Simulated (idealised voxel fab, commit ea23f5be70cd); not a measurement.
process module | voxel capacitor over wiring
cross-section cut | 215 nm wide | cells 5 nm
A cross-section is a grid of square cells, given in bands from the top down. A band is one or more rows of cells.
Each band's line starts with the height of the band's top and of its bottom, in nm. Then come its materials from left to right, each with its width in nm. One material with "throughout" fills the band from edge to edge. "air" is empty space.
Height 0 is the level under which the wafer as received is all one material. The lowest band goes on downwards, as in "0 down".
A width such as "30 to 40" changes by the same amount from each row of cells to the next, from the band's top row to its bottom row.
"no change" after a step means that no cell of the cross-section changed.
closed voids: empty space of 8 cells or more with no open way to the top, each as width x height at its distance from the left edge, in nm
after a step's settings: what the simulator itself notes on the step
overlay nm, on a step with a mask: how far to the right of its planned place the mask lay; to the left if negative
plan
1 op RECEIVE | material Si
2 op CONFORMAL_DEP | material SiO2 | thk nm 15
3 op DIRECTIONAL_DEP | material TiN | thk nm 5
4 op DIRECTIONAL_DEP | material W | thk nm 20
5 op MASKED_ETCH | tone cover | mask id METAL_1 | width nm 20 | pitch nm 90 | etch materials W | depth nm 20 | overlay nm 0
6 op MASKED_ETCH | tone cover | mask id METAL_1 | width nm 20 | pitch nm 90 | etch materials TiN | depth nm 5 | overlay nm 0
7 op FILL_DEP | material SiO2 | thk nm 10
8 op CMP | height nm 40
9 op CONFORMAL_DEP | material SiCN | thk nm 5
10 op DIRECTIONAL_DEP | material SiO2 | thk nm 15
11 op MASKED_ETCH | tone open | mask id PLUG_1 | width nm 15 | etch materials SiO2 | depth nm 15 | overlay nm 0
12 op MASKED_ETCH | tone open | mask id PLUG_1 | width nm 15 | etch materials SiCN | depth nm 5 | overlay nm 0
13 op CONFORMAL_DEP | material TiN | thk nm 5
14 op FILL_DEP | material Ru | thk nm 5
15 op CMP | height nm 60
16 op DIRECTIONAL_DEP | material TiN | thk nm 5
17 op DIRECTIONAL_DEP | material HfO2 | thk nm 5
18 op DIRECTIONAL_DEP | material TiN | thk nm 5
19 op PATTERN | tone cover | mask id UPPER_PLATE | material resist | width nm 75 | thk nm 20 | overlay nm 0
20 op DIRECTIONAL_ETCH | etch materials TiN | depth nm 5
21 op DIRECTIONAL_ETCH | etch materials HfO2 | depth nm 5
22 op STRIP | etch materials resist
23 op MASKED_ETCH | tone cover | mask id LOWER_PLATE | width nm 85 | etch materials TiN | depth nm 5 | overlay nm 0
24 op FILL_DEP | material SiO2 | thk nm 15
25 op CMP | height nm 85
26 op MASKED_ETCH | tone open | mask id PLUG_2 | width nm 15 | etch materials SiO2 | depth nm 10 | overlay nm 0
27 op CONFORMAL_DEP | material TiN | thk nm 5
28 op FILL_DEP | material W | thk nm 10
29 op CMP | height nm 85
30 op CONFORMAL_DEP | material SiN | thk nm 5
first wafer, as planned
as received, after step 1
  0 down: Si throughout
  closed voids: none
after step 2
  15 to 0: SiO2 throughout
  below 0: unchanged
after step 3
  20 to 15: TiN throughout
  below 15: unchanged
after step 4
  40 to 20: W throughout
  below 20: unchanged
after step 5
  40 to 20: air 50 | W 20 | air 70 | W 20 | air 55
  below 20: unchanged
after step 6
  40 to 20: air 50 | W 20 | air 70 | W 20 | air 55
  20 to 15: air 50 | TiN 20 | air 70 | TiN 20 | air 55
  below 15: unchanged
after step 7
  50 to 40: SiO2 throughout
  40 to 20: SiO2 50 | W 20 | SiO2 70 | W 20 | SiO2 55
  20 to 15: SiO2 50 | TiN 20 | SiO2 70 | TiN 20 | SiO2 55
  below 15: unchanged
after step 8
  40 to 20: SiO2 50 | W 20 | SiO2 70 | W 20 | SiO2 55
  below 20: unchanged
after step 9
  45 to 40: SiCN throughout
  below 40: unchanged
after step 10
  60 to 45: SiO2 throughout
  below 45: unchanged
after step 11
  60 to 45: SiO2 55 | air 15 | SiO2 145
  below 45: unchanged
after step 12
  60 to 45: SiO2 55 | air 15 | SiO2 145
  45 to 40: SiCN 55 | air 15 | SiCN 145
  below 40: unchanged
after step 13
  65 to 60: TiN 60 | air 5 | TiN 150
  60 to 45: SiO2 55 | TiN 5 | air 5 | TiN 5 | SiO2 145
  45 to 40: SiCN 55 | TiN 15 | SiCN 145
  below 40: unchanged
after step 14
  70 to 65: Ru throughout
  65 to 60: TiN 60 | Ru 5 | TiN 150
  60 to 45: SiO2 55 | TiN 5 | Ru 5 | TiN 5 | SiO2 145
  below 45: unchanged
after step 15
  60 to 45: SiO2 55 | TiN 5 | Ru 5 | TiN 5 | SiO2 145
  below 45: unchanged
after step 16
  65 to 60: TiN throughout
  below 60: unchanged
after step 17
  70 to 65: HfO2 throughout
  below 65: unchanged
after step 18
  75 to 70: TiN throughout
  below 70: unchanged
after step 19
  95 to 75: air 55 | resist 75 | air 85
  below 75: unchanged
after step 20
  95 to 75: air 55 | resist 75 | air 85
  75 to 70: air 55 | TiN 75 | air 85
  below 70: unchanged
after step 21
  95 to 75: air 55 | resist 75 | air 85
  75 to 70: air 55 | TiN 75 | air 85
  70 to 65: air 55 | HfO2 75 | air 85
  below 65: unchanged
after step 22
  75 to 70: air 55 | TiN 75 | air 85
  below 70: unchanged
after step 23
  75 to 70: air 55 | TiN 75 | air 85
  70 to 65: air 55 | HfO2 75 | air 85
  65 to 60: air 50 | TiN 85 | air 80
  below 60: unchanged
after step 24
  90 to 75: SiO2 throughout
  75 to 70: SiO2 55 | TiN 75 | SiO2 85
  70 to 65: SiO2 55 | HfO2 75 | SiO2 85
  65 to 60: SiO2 50 | TiN 85 | SiO2 80
  below 60: unchanged
after step 25
  85 to 75: SiO2 throughout
  below 75: unchanged
after step 26
  85 to 75: SiO2 65 | air 15 | SiO2 135
  below 75: unchanged
after step 27
  90 to 85: TiN 70 | air 5 | TiN 140
  85 to 80: SiO2 65 | TiN 5 | air 5 | TiN 5 | SiO2 135
  80 to 70: SiO2 65 to 55 | TiN 15 to 75 | SiO2 135 to 85
  below 70: unchanged
after step 28
  100 to 90: W throughout
  90 to 85: TiN 70 | W 5 | TiN 140
  85 to 80: SiO2 65 | TiN 5 | W 5 | TiN 5 | SiO2 135
  below 80: unchanged
after step 29
  85 to 80: SiO2 65 | TiN 5 | W 5 | TiN 5 | SiO2 135
  below 80: unchanged
after step 30
  90 to 85: SiN throughout
  below 85: unchanged
second wafer: like start, like plan, one mistake. Through step 16 it matches the first wafer
when step 17 should have ended: no change
when step 18 should have ended
  70 to 60: TiN throughout
  below 60: unchanged
when step 19 should have ended
  90 to 70: air 55 | resist 75 | air 85
  below 70: unchanged
when step 20 should have ended
  90 to 70: air 55 | resist 75 | air 85
  70 to 65: air 55 | TiN 75 | air 85
  below 65: unchanged
when step 21 should have ended: no change
when step 22 should have ended
  70 to 65: air 55 | TiN 75 | air 85
  below 65: unchanged
when step 23 should have ended
  70 to 60: air 55 to 50 | TiN 75 to 85 | air 85 to 80
  below 60: unchanged
when step 24 should have ended
  85 to 70: SiO2 throughout
  70 to 60: SiO2 55 to 50 | TiN 75 to 85 | SiO2 85 to 80
  below 60: unchanged
when step 25 should have ended: no change
when step 26 should have ended
  85 to 75: SiO2 65 | air 15 | SiO2 135
  below 75: unchanged
when step 27 should have ended
  90 to 85: TiN 70 | air 5 | TiN 140
  85 to 80: SiO2 65 | TiN 5 | air 5 | TiN 5 | SiO2 135
  80 to 75: SiO2 65 | TiN 15 | SiO2 135
  below 75: unchanged
when step 28 should have ended
  100 to 90: W throughout
  90 to 85: TiN 70 | W 5 | TiN 140
  85 to 80: SiO2 65 | TiN 5 | W 5 | TiN 5 | SiO2 135
  below 80: unchanged
when step 29 should have ended
  85 to 80: SiO2 65 | TiN 5 | W 5 | TiN 5 | SiO2 135
  below 80: unchanged
when step 30 should have ended
  90 to 85: SiN throughout
  below 85: unchanged
what went wrong: step 17 was left out
at the end the second wafer has, in cells: 15 fewer of HfO2 | 15 more of SiO2
